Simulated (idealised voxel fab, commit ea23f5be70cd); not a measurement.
process module | voxel double patterning
cross-section cut | 170 nm wide | cells 5 nm
A cross-section is a grid of square cells, given in bands from the top down. A band is one or more rows of cells.
Each band's line starts with the height of the band's top and of its bottom, in nm. Then come its materials from left to right, each with its width in nm. One material with "throughout" fills the band from edge to edge. "air" is empty space.
Height 0 is the level under which the wafer as received is all one material. The lowest band goes on downwards, as in "0 down".
A width such as "30 to 40" changes by the same amount from each row of cells to the next, from the band's top row to its bottom row.
"no change" after a step means that no cell of the cross-section changed.
closed voids: empty space of 8 cells or more with no open way to the top, each as width x height at its distance from the left edge, in nm
after a step's settings: what the simulator itself notes on the step
overlay nm, on a step with a mask: how far to the right of its planned place the mask lay; to the left if negative
plan
1 op RECEIVE | material Si
2 op CONFORMAL_DEP | material SiN | thk nm 5
3 op DIRECTIONAL_DEP | material SiO2 | thk nm 10
4 op DIRECTIONAL_DEP | material SiCN | thk nm 5
5 op DIRECTIONAL_DEP | material aC | thk nm 10
6 op PATTERN | tone open | mask id FIRST | material resist | width nm 15 | pitch nm 50 | thk nm 30 | overlay nm 0
7 op DIRECTIONAL_ETCH | etch materials aC | depth nm 10
8 op STRIP | etch materials resist
9 op DIRECTIONAL_ETCH | etch materials SiCN | depth nm 5
10 op STRIP | etch materials aC
11 op PATTERN | tone open | mask id SECOND | material resist | width nm 15 | pitch nm 50 | thk nm 20 | overlay nm 0
12 op DIRECTIONAL_ETCH | etch materials SiCN | depth nm 5
13 op STRIP | etch materials resist
14 op DIRECTIONAL_ETCH | etch materials SiO2 | depth nm 10
15 op STRIP | etch materials SiCN
first wafer, as planned
as received, after step 1
  0 down: Si throughout
  closed voids: none
after step 2
  5 to 0: SiN throughout
  below 0: unchanged
after step 3
  15 to 5: SiO2 throughout
  below 5: unchanged
after step 4
  20 to 15: SiCN throughout
  below 15: unchanged
after step 5
  30 to 20: aC throughout
  below 20: unchanged
after step 6
  60 to 30: resist 25 | air 15 | resist 35 | air 15 | resist 35 | air 15 | resist 30
  below 30: unchanged
after step 7
  50 to 30: resist 25 | air 15 | resist 35 | air 15 | resist 35 | air 15 | resist 30
  30 to 20: aC 25 | air 15 | aC 35 | air 15 | aC 35 | air 15 | aC 30
  below 20: unchanged
after step 8
  30 to 20: aC 25 | air 15 | aC 35 | air 15 | aC 35 | air 15 | aC 30
  below 20: unchanged
after step 9
  30 to 20: aC 25 | air 15 | aC 35 | air 15 | aC 35 | air 15 | aC 30
  20 to 15: SiCN 25 | air 15 | SiCN 35 | air 15 | SiCN 35 | air 15 | SiCN 30
  below 15: unchanged
after step 10
  20 to 15: SiCN 25 | air 15 | SiCN 35 | air 15 | SiCN 35 | air 15 | SiCN 30
  below 15: unchanged
after step 11
  40 to 20: resist 50 | air 15 | resist 35 | air 15 | resist 55
  20 to 15: SiCN 25 | resist 15 | SiCN 35 | resist 15 | SiCN 35 | resist 15 | SiCN 30
  below 15: unchanged
after step 12
  40 to 20: resist 50 | air 15 | resist 35 | air 15 | resist 55
  20 to 15: SiCN 25 | resist 15 | SiCN 10 | air 15 | SiCN 10 | resist 15 | SiCN 10 | air 15 | SiCN 10 | resist 15 | SiCN 30
  below 15: unchanged
after step 13
  20 to 15: SiCN 25 | air 15 | SiCN 10 | air 15 | SiCN 10 | air 15 | SiCN 10 | air 15 | SiCN 10 | air 15 | SiCN 30
  below 15: unchanged
after step 14
  20 to 15: SiCN 25 | air 15 | SiCN 10 | air 15 | SiCN 10 | air 15 | SiCN 10 | air 15 | SiCN 10 | air 15 | SiCN 30
  15 to 5: SiO2 25 | air 15 | SiO2 10 | air 15 | SiO2 10 | air 15 | SiO2 10 | air 15 | SiO2 10 | air 15 | SiO2 30
  below 5: unchanged
after step 15
  15 to 5: SiO2 25 | air 15 | SiO2 10 | air 15 | SiO2 10 | air 15 | SiO2 10 | air 15 | SiO2 10 | air 15 | SiO2 30
  below 5: unchanged
second wafer: like start, like plan, one mistake. Through step 1 it matches the first wafer
when step 2 should have ended
  10 to 0: SiO2 throughout
  below 0: unchanged
when step 3 should have ended
  15 to 10: SiN throughout
  below 10: unchanged
when step 4 should have ended
  20 to 15: SiCN throughout
  below 15: unchanged
when step 5 should have ended
  30 to 20: aC throughout
  below 20: unchanged
when step 6 should have ended
  60 to 30: resist 25 | air 15 | resist 35 | air 15 | resist 35 | air 15 | resist 30
  below 30: unchanged
when step 7 should have ended
  50 to 30: resist 25 | air 15 | resist 35 | air 15 | resist 35 | air 15 | resist 30
  30 to 20: aC 25 | air 15 | aC 35 | air 15 | aC 35 | air 15 | aC 30
  below 20: unchanged
when step 8 should have ended
  30 to 20: aC 25 | air 15 | aC 35 | air 15 | aC 35 | air 15 | aC 30
  below 20: unchanged
when step 9 should have ended
  30 to 20: aC 25 | air 15 | aC 35 | air 15 | aC 35 | air 15 | aC 30
  20 to 15: SiCN 25 | air 15 | SiCN 35 | air 15 | SiCN 35 | air 15 | SiCN 30
  below 15: unchanged
when step 10 should have ended
  20 to 15: SiCN 25 | air 15 | SiCN 35 | air 15 | SiCN 35 | air 15 | SiCN 30
  below 15: unchanged
when step 11 should have ended
  40 to 20: resist 50 | air 15 | resist 35 | air 15 | resist 55
  20 to 15: SiCN 25 | resist 15 | SiCN 35 | resist 15 | SiCN 35 | resist 15 | SiCN 30
  below 15: unchanged
when step 12 should have ended
  40 to 20: resist 50 | air 15 | resist 35 | air 15 | resist 55
  20 to 15: SiCN 25 | resist 15 | SiCN 10 | air 15 | SiCN 10 | resist 15 | SiCN 10 | air 15 | SiCN 10 | resist 15 | SiCN 30
  below 15: unchanged
when step 13 should have ended
  20 to 15: SiCN 25 | air 15 | SiCN 10 | air 15 | SiCN 10 | air 15 | SiCN 10 | air 15 | SiCN 10 | air 15 | SiCN 30
  below 15: unchanged
when step 14 should have ended: no change
when step 15 should have ended
  15 to 10: SiN throughout
  below 10: unchanged
what went wrong: steps 2 and 3 were swapped
at the end the second wafer has, in cells: 30 more of SiO2
